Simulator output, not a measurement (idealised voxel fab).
process module | voxel gate over fins
cross-section cut | 210 nm wide | cells 5 nm
A cross-section is a grid of square cells, given in bands from the top down. A band is one or more rows of cells.
Each band's line starts with the height of the band's top and of its bottom, in nm. Then come its materials from left to right, each with its width in nm. One material with "throughout" fills the band from edge to edge. "air" is empty space.
Height 0 is the level under which the wafer as received is all one material. The lowest band goes on downwards, as in "0 down".
A width such as "30 to 40" changes by the same amount from each row of cells to the next, from the band's top row to its bottom row.
"no change" after a step means that no cell of the cross-section changed.
closed voids: empty space of 8 cells or more with no open way to the top, each as width x height at its distance from the left edge, in nm
after a step's settings: what the simulator itself notes on the step
overlay nm, on a step with a mask: how far to the right of its planned place the mask lay; to the left if negative
plan
1 op RECEIVE | material Si
2 op CONFORMAL_DEP | material SiN | thk nm 5
3 op DIRECTIONAL_DEP | material aC | thk nm 10
4 op PATTERN | tone cover | mask id FINS | material resist | width nm 15 | pitch nm 40 | thk nm 30 | overlay nm 0
5 op DIRECTIONAL_ETCH | etch materials aC | depth nm 10
6 op STRIP | etch materials resist
7 op DIRECTIONAL_ETCH | etch materials SiN | depth nm 5
8 op DIRECTIONAL_ETCH | etch materials Si | depth nm 40
9 op STRIP | etch materials aC
10 op OXIDIZE | depth nm 5
11 op FILL_DEP | material SiO2 | thk nm 10
12 op CMP | height nm 5
13 op SELECTIVE_ETCH | etch materials SiO2 | depth nm 20
14 op STRIP | etch materials SiN
15 op CONFORMAL_DEP | material HfO2 | thk nm 5
16 op CONFORMAL_DEP | material TiN | thk nm 5
17 op CONFORMAL_DEP | material TiAl | thk nm 5
18 op CONFORMAL_DEP | material TiN | thk nm 5
19 op FILL_DEP | material W | thk nm 10
20 op CMP | height nm 25
21 op CONFORMAL_DEP | material SiN | thk nm 10
as received, after step 1
  0 down: Si throughout
  closed voids: none
first wafer at the end, as planned
  35 to 25: SiN throughout
  25 to 20: W throughout
  20 to 15: W 60 | TiN 85 | W 65
  15 to 10: W 60 | TiN 5 | TiAl 35 | TiN 5 | TiAl 35 | TiN 5 | W 65
  10 to 5: W 60 | TiN 5 | TiAl 5 | TiN 25 | TiAl 5 | TiN 5 | TiAl 5 | TiN 25 | TiAl 5 | TiN 5 | W 65
  5 to 0: TiN 65 | TiAl 5 | TiN 5 | HfO2 15 | TiN 5 | TiAl 5 | TiN 5 | TiAl 5 | TiN 5 | HfO2 15 | TiN 5 | TiAl 5 | TiN 70
  0 to -5: TiAl 70 | TiN 5 | HfO2 5 | Si 5 | HfO2 5 | TiN 5 | TiAl 15 | TiN 5 | HfO2 5 | Si 5 | HfO2 5 | TiN 5 | TiAl 75
  -5 to -10: TiN 75 | HfO2 5 | Si 5 | HfO2 5 | TiN 25 | HfO2 5 | Si 5 | HfO2 5 | TiN 80
  -10 to -15: HfO2 80 | Si 5 | HfO2 35 | Si 5 | HfO2 85
  -15 to -45: SiO2 80 | Si 5 | SiO2 35 | Si 5 | SiO2 85
  -45 down: Si throughout
  closed voids: none
second wafer at the end: like start, like plan, one mistake
  35 to 25: SiN throughout
  25 to 20: W throughout
  20 to 15: TiN throughout
  15 to 10: TiAl throughout
  10 to 5: TiN 80 | TiAl 5 | TiN 35 | TiAl 5 | TiN 85
  5 to 0: HfO2 75 | TiN 5 | TiAl 5 | TiN 5 | HfO2 25 | TiN 5 | TiAl 5 | TiN 5 | HfO2 80
  0 to -5: Si 70 | HfO2 5 | TiN 5 | TiAl 5 | TiN 5 | HfO2 5 | Si 15 | HfO2 5 | TiN 5 | TiAl 5 | TiN 5 | HfO2 5 | Si 75
  -5 to -10: Si 70 | HfO2 5 | TiN 15 | HfO2 5 | Si 15 | HfO2 5 | TiN 15 | HfO2 5 | Si 75
  -10 to -15: Si 70 | HfO2 25 | Si 15 | HfO2 25 | Si 75
  -15 to -45: Si 70 | SiO2 25 | Si 15 | SiO2 25 | Si 75
  -45 down: Si throughout
  closed voids: none
what went wrong: step 4 ran as: op PATTERN | tone open | mask id FINS | material resist | width nm 15 | pitch nm 40 | thk nm 30 | overlay nm 0
at the end the second wafer has, in cells: 270 more of Si | 180 fewer of SiO2 | 6 fewer of TiAl | 9 fewer of TiN | 75 fewer of W
